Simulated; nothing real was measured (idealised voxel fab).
process module | voxel spacer lines
cross-section cut | 265 nm wide | cells 5 nm
A cross-section is a grid of square cells, given in bands from the top down. A band is one or more rows of cells.
Each band's line starts with the height of the band's top and of its bottom, in nm. Then come its materials from left to right, each with its width in nm. One material with "throughout" fills the band from edge to edge. "air" is empty space.
Height 0 is the level under which the wafer as received is all one material. The lowest band goes on downwards, as in "0 down".
A width such as "30 to 40" changes by the same amount from each row of cells to the next, from the band's top row to its bottom row.
"no change" after a step means that no cell of the cross-section changed.
closed voids: empty space of 8 cells or more with no open way to the top, each as width x height at its distance from the left edge, in nm
after a step's settings: what the simulator itself notes on the step
overlay nm, on a step with a mask: how far to the right of its planned place the mask lay; to the left if negative
plan
1 op RECEIVE | material Si
2 op CONFORMAL_DEP | material SiO2 | thk nm 5
3 op DIRECTIONAL_DEP | material TiN | thk nm 20
4 op DIRECTIONAL_DEP | material polySi | thk nm 25
5 op PATTERN | tone cover | mask id MANDREL | material resist | width nm 15 | pitch nm 60 | thk nm 35 | overlay nm 0
6 op DIRECTIONAL_ETCH | etch materials polySi | depth nm 25
7 op STRIP | etch materials resist
8 op CONFORMAL_DEP | material SiN | thk nm 15
9 op DIRECTIONAL_ETCH | etch materials SiN | depth nm 15
10 op STRIP | etch materials polySi
11 op DIRECTIONAL_ETCH | etch materials TiN | depth nm 20
12 op STRIP | etch materials SiN
as received, after step 1
  0 down: Si throughout
  closed voids: none
a wafer at the end: this start, this plan, one mistake
  20 to 0: air 80 | TiN 15 | air 15 | TiN 15 | air 15 | TiN 15 | air 15 | TiN 15 | air 80
  0 down: Si throughout
  closed voids: none
what went wrong: step 2 was left out
